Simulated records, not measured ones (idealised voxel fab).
Process module name: voxel wiring stack
In the cross-section labelled cut, the width is 180 nm and each square cell is 5 nm.
Think of the cross-section as a grid of square cells. We describe it in bands, top to bottom, and each band covers one or more rows of those cells. First you get the band's top height and its bottom height, in nm, and then the materials it's made of, left to right, with each width in nm. If you see a single material with "throughout", that one covers the band edge to edge. "blank" is empty space. The level at which height equals 0 is the one under which the wafer, as it arrives, is entirely one material. No lower edge exists for the bottom band, which continues downward and is notated as in "0 nm and below". Note: "30->40" means the width goes from the first number (top row of the band) to the second number (bottom row) in equal steps per row of cells. For the purposes of this document, the phrase "remains unaltered" attached to a step denotes that no cell within the cross-section was modified by that step. For the entry "Fully enclosed voids", the listed items are empty spaces with no open way to the top whose size is 8 cells or more; each item follows the pattern width x height at distance, where distance is from the left edge and all three are in nm. Whatever follows a step's settings on its line is a remark the simulator itself makes about that step. overlay nm: mask offset rightward from planned place, masked step; negative means leftward offset.
[List of planned process steps]
| 1 | op RECEIVE | material Si |
| 2 | op CONFORMAL_DEP | material SiO2 | thk nm 15 |
| 3 | op DIRECTIONAL_DEP | material TiN | thk nm 5 |
| 4 | op DIRECTIONAL_DEP | material W | thk nm 20 |
| 5 | op DIRECTIONAL_DEP | material aC | thk nm 10 |
| 6 | op PATTERN | tone cover | mask id METAL_1 | material resist | width nm 30 | pitch nm 60 | thk nm 25 | overlay nm 0 |
| 7 | op DIRECTIONAL_ETCH | etch materials aC | depth nm 10 |
| 8 | op STRIP | etch materials resist |
| 9 | op DIRECTIONAL_ETCH | etch materials W | depth nm 20 |
| 10 | op DIRECTIONAL_ETCH | etch materials TiN | depth nm 5 |
| 11 | op STRIP | etch materials aC |
| 12 | op FILL_DEP | material lowk | thk nm 5 |
| 13 | op CMP | height nm 40 |
| 14 | op CONFORMAL_DEP | material SiCN | thk nm 5 |
| 15 | op DIRECTIONAL_DEP | material SiO2 | thk nm 20 |
| 16 | op DIRECTIONAL_DEP | material aC | thk nm 15 |
| 17 | op PATTERN | tone open | mask id PLUG_1 | material resist | width nm 15 | pitch nm 60 | thk nm 35 | overlay nm 0 |
| 18 | op DIRECTIONAL_ETCH | etch materials aC | depth nm 15 |
| 19 | op STRIP | etch materials resist |
| 20 | op DIRECTIONAL_ETCH | etch materials SiO2 | depth nm 20 |
| 21 | op DIRECTIONAL_ETCH | etch materials SiCN | depth nm 5 |
| 22 | op STRIP | etch materials aC |
| 23 | op EPI | material Ru | thk nm 10 |
| 24 | op EPI | material Ru | thk nm 10 |
| 25 | op EPI | material Ru | thk nm 5 |
| 26 | op DIRECTIONAL_DEP | material TiN | thk nm 5 |
| 27 | op DIRECTIONAL_DEP | material Ru | thk nm 15 |
| 28 | op MASKED_ETCH | tone cover | mask id METAL_2 | width nm 30 | pitch nm 60 | etch materials Ru | depth nm 15 | overlay nm 0 |
| 29 | op MASKED_ETCH | tone cover | mask id METAL_2 | width nm 30 | pitch nm 60 | etch materials TiN | depth nm 5 | overlay nm 0 |
| 30 | op CONFORMAL_DEP | material SiCN | thk nm 5 |
| 31 | op FILL_DEP | material lowk | thk nm 5 |
| 32 | op CMP | height nm 85 |
| 33 | op CONFORMAL_DEP | material SiCN | thk nm 5 |
[As-received state of the wafer in cross-section, equivalent to post-step 1]
* 0 nm and below | Si throughout
* Fully enclosed voids: none
[One mistake in running the module, otherwise start and plan as above: cross-section at the end]
* 90 nm to 85 nm | SiCN throughout
* 85 nm to 75 nm | 15 Ru  5 SiCN  20 lowk  5 SiCN  30 Ru  5 SiCN  20 lowk  5 SiCN  30 Ru  5 SiCN  20 lowk  5 SiCN  15 Ru
* 75 nm to 70 nm | 15 Ru  30 SiCN  30 Ru  30 SiCN  30 Ru  30 SiCN  15 Ru
* 70 nm to 65 nm | TiN throughout
* 65 nm to 45 nm | 15 SiO2  15 Ru  45 SiO2  15 Ru  45 SiO2  15 Ru  30 SiO2
* 45 nm to 40 nm | 15 SiCN  15 Ru  45 SiCN  15 Ru  45 SiCN  15 Ru  30 SiCN
* 40 nm to 20 nm | 15 lowk  30 W  30 lowk  30 W  30 lowk  30 W  15 lowk
* 20 nm to 15 nm | 15 lowk  30 TiN  30 lowk  30 TiN  30 lowk  30 TiN  15 lowk
* 15 nm to 0 nm | SiO2 throughout
* 0 nm and below | Si throughout
* Fully enclosed voids: none
Plan not followed: step 28 was processed under conditions differing from the plan, specifically as op MASKED_ETCH | tone open | mask id METAL_2 | width nm 30 | pitch nm 60 | etch materials Ru | depth nm 15 | overlay nm 0
